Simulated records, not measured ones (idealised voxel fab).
The name of this process module is voxel air gaps.
It is cross-section cut that appears here, measuring 285 nm in width, its square cells being 5 nm in size.
We lay out every cross-section as a grid of square cells and spell it out in bands from the top down, where one band means one or more rows of cells. Within each band entry, the heights of the top and of the bottom of the band appear first, in that order and in nm; the materials of the band then follow from left to right, each with its corresponding width in nm. The designation "edge to edge" on a single material indicates that it fills the band from edge to edge; the designation "empty" indicates empty space. Heads up on the height convention: 0 is the point under which the incoming wafer is all one material, and the lowest band has no bottom, it just keeps going down, like "top 0, no bottom". A two-number width, for instance "30->40", indicates that the width is equal to the first number in the top row of the band and to the second number in the bottom row, and that it changes by a constant amount per row of cells. What does "changes: none" mean for a step? It means no cell of the cross-section changed in that step. You'll see "Closed void listing" listing empty spaces that have no way open to the top, as long as they're 8 cells or more; the notation is width x height at distance, where the distance is from the left edge, and all of it is in nm. Step line, after settings: the simulator's comment on this step. overlay nm: mask right of planned place by this much (step with mask). Neg. = left.

Set out below are the planned steps of the process:
1) RECEIVE: material Si
2) CONFORMAL_DEP: material SiO2, thk nm 15
3) CONFORMAL_DEP: material SiN, thk nm 5
4) DIRECTIONAL_DEP: material lowk, thk nm 30
5) MASKED_ETCH: tone open, mask id LINES, width nm 20, pitch nm 50, etch materials lowk, depth nm 30, overlay nm 0
6) CONFORMAL_DEP: material TiN, thk nm 5
7) FILL_DEP: material Cu, thk nm 10
8) CMP: height nm 50
9) EPI: material Ru, thk nm 10
10) SELECTIVE_ETCH: etch materials lowk, depth nm 40
11) CONFORMAL_DEP: material SiCN, thk nm 5

The first wafer of two, processed as planned:

Incoming wafer, cross-sectional view, post step 1:
- top 0, no bottom = Si edge to edge
- Closed void listing: none

Cross-section: wafer state after step 2:
- top 15, bottom 0 = SiO2 edge to edge
- Heights below 0 show no change.

Cross-section: wafer state after step 3:
- top 20, bottom 15 = SiN edge to edge
- Heights below 15 show no change.

Cross-section: wafer state after step 4:
- top 50, bottom 20 = lowk edge to edge
- Heights below 20 show no change.

Cross-section: wafer state after step 5:
- top 50, bottom 20 = 55 of lowk | 20 of empty | 30 of lowk | 20 of empty | 30 of lowk | 20 of empty | 30 of lowk | 20 of empty | 60 of lowk
- Heights below 20 show no change.

Cross-section: wafer state after step 6:
- top 55, bottom 50 = 60 of TiN | 10 of empty | 40 of TiN | 10 of empty | 40 of TiN | 10 of empty | 40 of TiN | 10 of empty | 65 of TiN
- top 50, bottom 25 = 55 of lowk | 5 of TiN | 10 of empty | 5 of TiN | 30 of lowk | 5 of TiN | 10 of empty | 5 of TiN | 30 of lowk | 5 of TiN | 10 of empty | 5 of TiN | 30 of lowk | 5 of TiN | 10 of empty | 5 of TiN | 60 of lowk
- top 25, bottom 20 = 55 of lowk | 20 of TiN | 30 of lowk | 20 of TiN | 30 of lowk | 20 of TiN | 30 of lowk | 20 of TiN | 60 of lowk
- Heights below 20 show no change.

Cross-section: wafer state after step 7:
- top 65, bottom 55 = Cu edge to edge
- top 55, bottom 50 = 60 of TiN | 10 of Cu | 40 of TiN | 10 of Cu | 40 of TiN | 10 of Cu | 40 of TiN | 10 of Cu | 65 of TiN
- top 50, bottom 25 = 55 of lowk | 5 of TiN | 10 of Cu | 5 of TiN | 30 of lowk | 5 of TiN | 10 of Cu | 5 of TiN | 30 of lowk | 5 of TiN | 10 of Cu | 5 of TiN | 30 of lowk | 5 of TiN | 10 of Cu | 5 of TiN | 60 of lowk
- Heights below 25 show no change.

Cross-section: wafer state after step 8:
- top 50, bottom 25 = 55 of lowk | 5 of TiN | 10 of Cu | 5 of TiN | 30 of lowk | 5 of TiN | 10 of Cu | 5 of TiN | 30 of lowk | 5 of TiN | 10 of Cu | 5 of TiN | 30 of lowk | 5 of TiN | 10 of Cu | 5 of TiN | 60 of lowk
- Heights below 25 show no change.

Cross-section: wafer state after step 9:
- top 60, bottom 50 = 45 of empty | 40 of Ru | 10 of empty | 40 of Ru | 10 of empty | 40 of Ru | 10 of empty | 40 of Ru | 50 of empty
- Heights below 50 show no change.

Cross-section: wafer state after step 10:
- top 60, bottom 50 = 45 of empty | 40 of Ru | 10 of empty | 40 of Ru | 10 of empty | 40 of Ru | 10 of empty | 40 of Ru | 50 of empty
- top 50, bottom 25 = 55 of empty | 5 of TiN | 10 of Cu | 5 of TiN | 30 of empty | 5 of TiN | 10 of Cu | 5 of TiN | 30 of empty | 5 of TiN | 10 of Cu | 5 of TiN | 30 of empty | 5 of TiN | 10 of Cu | 5 of TiN | 60 of empty
- top 25, bottom 20 = 55 of empty | 20 of TiN | 30 of empty | 20 of TiN | 30 of empty | 20 of TiN | 30 of empty | 20 of TiN | 60 of empty
- Heights below 20 show no change.

Cross-section: wafer state after step 11:
- top 65, bottom 60 = 40 of empty | 200 of SiCN | 45 of empty
- top 60, bottom 50 = 40 of empty | 5 of SiCN | 40 of Ru | 10 of SiCN | 40 of Ru | 10 of SiCN | 40 of Ru | 10 of SiCN | 40 of Ru | 5 of SiCN | 45 of empty
- top 50, bottom 45 = 40 of empty | 15 of SiCN | 5 of TiN | 10 of Cu | 5 of TiN | 30 of SiCN | 5 of TiN | 10 of Cu | 5 of TiN | 30 of SiCN | 5 of TiN | 10 of Cu | 5 of TiN | 30 of SiCN | 5 of TiN | 10 of Cu | 5 of TiN | 15 of SiCN | 45 of empty
- top 45, bottom 25 = 50 of empty | 5 of SiCN | 5 of TiN | 10 of Cu | 5 of TiN | 5 of SiCN | 20 of empty | 5 of SiCN | 5 of TiN | 10 of Cu | 5 of TiN | 5 of SiCN | 20 of empty | 5 of SiCN | 5 of TiN | 10 of Cu | 5 of TiN | 5 of SiCN | 20 of empty | 5 of SiCN | 5 of TiN | 10 of Cu | 5 of TiN | 5 of SiCN | 55 of empty
- top 25, bottom 20 = 55 of SiCN | 20 of TiN | 30 of SiCN | 20 of TiN | 30 of SiCN | 20 of TiN | 30 of SiCN | 20 of TiN | 60 of SiCN
- Heights below 20 show no change.
- Closed void listing: 20 x 20 at 80; 20 x 20 at 130; 20 x 20 at 180

Second wafer, same starting conditions and recipe as the first, one mistake in executing it, nothing differs from the first up to and including step 3:

Second wafer cross-section, taken as of the time the plan sets for step 4 to be done:
- top 50, bottom 20 = Ru edge to edge
- Heights below 20 show no change.

Second wafer cross-section, taken as of the time the plan sets for step 5 to be done: changes: none

Second wafer cross-section, taken as of the time the plan sets for step 6 to be done:
- top 55, bottom 50 = TiN edge to edge
- Heights below 50 show no change.

Second wafer cross-section, taken as of the time the plan sets for step 7 to be done:
- top 65, bottom 55 = Cu edge to edge
- Heights below 55 show no change.

Second wafer cross-section, taken as of the time the plan sets for step 8 to be done:
- top 50, bottom 20 = Ru edge to edge
- Heights below 20 show no change.

Second wafer cross-section, taken as of the time the plan sets for step 9 to be done:
- top 60, bottom 20 = Ru edge to edge
- Heights below 20 show no change.

Second wafer cross-section, taken as of the time the plan sets for step 10 to be done: changes: none

Second wafer cross-section, taken as of the time the plan sets for step 11 to be done:
- top 65, bottom 60 = SiCN edge to edge
- Heights below 60 show no change.
what went wrong: step 4 was not run as planned; what actually ran was DIRECTIONAL_DEP: material Ru, thk nm 30
Once processing is complete, comparing cell counts shows that the second wafer has more or fewer of certain materials than the first: -40 Cu; +392 Ru; -96 SiCN; -56 TiN
Final observation: first wafer, 3 closed voids; second wafer, 0 closed voids.
